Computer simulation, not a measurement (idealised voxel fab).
Process module under the name voxel spacer lines
Section cut is 220 nm wide and gridded with 5 nm square cells.
Cross-section layout: square cells on a grid; listed as bands, top to bottom; a band spans one or more cell rows. It is stipulated that each band's entry specify, in nanometres, the height of the top of the band and then that of its bottom, followed by the materials of the band in left-to-right sequence, each together with its width in nanometres. A single material marked by the word "all across" is understood to fill the band from edge to edge; the word "air" is understood to denote empty space. Heights are expressed relative to 0, this being the level below which the as-received wafer comprises one material exclusively. The lowest band is unbounded in the downward direction and is denoted as in "0 nm and below". The two numbers in a width such as "30 to 40" mark its ends across the band: the first belongs to the top row of cells, the second to the bottom row, and from each row to the next the width moves by the same amount. Key: "stayed the same" - step with no changed cell in the cross-section. "Closed internal voids" - sealed voids, min. 8 cells, no opening to top; format: width x height at distance (distance from left edge; nm throughout). Read whatever lies past the settings on a step's line as the simulator's own remark about the step. A step line may carry the setting "overlay nm", which, for steps involving a mask, states the distance by which the mask lay to the right of its intended position; negative values denote displacement to the left.
## Steps planned for the process
1 RECEIVE with material Si
2 CONFORMAL_DEP with material Al2O3, thk nm 10
3 DIRECTIONAL_DEP with material TiN, thk nm 15
4 DIRECTIONAL_DEP with material polySi, thk nm 30
5 PATTERN with tone cover, mask id MANDREL, material resist, width nm 25, pitch nm 70, thk nm 35, overlay nm 0
6 DIRECTIONAL_ETCH with etch materials polySi, depth nm 30
7 STRIP with etch materials resist
8 CONFORMAL_DEP with material SiO2, thk nm 5
9 DIRECTIONAL_ETCH with etch materials SiO2, depth nm 10
10 STRIP with etch materials polySi
11 DIRECTIONAL_ETCH with etch materials TiN, depth nm 15
12 STRIP with etch materials SiO2
13 FILL_DEP with material SiO2, thk nm 5
14 CMP with height nm 25
The wafers in this document start out alike and differ in the thk nm applied at step 8; the plan shows the value used for the first wafer.
## Cross-section of the first of several received wafers, showing its state after step 1
- 0 nm and below: Si all across
- Closed internal voids: none
## Rows = wafers. At module end, each row lists per material the cells gained (+) or lost (-) since the wafer was received, then the closed voids
thk nm 5, +88 Al2O3, +120 SiO2, +12 TiN, Closed internal voids: none
thk nm 10, +88 Al2O3, +108 SiO2, +24 TiN, Closed internal voids: none
thk nm 15, +88 Al2O3, +132 TiN, Closed internal voids: none
thk nm 20, +88 Al2O3, +132 TiN, Closed internal voids: none
thk nm 25, +88 Al2O3, +132 TiN, Closed internal voids: none
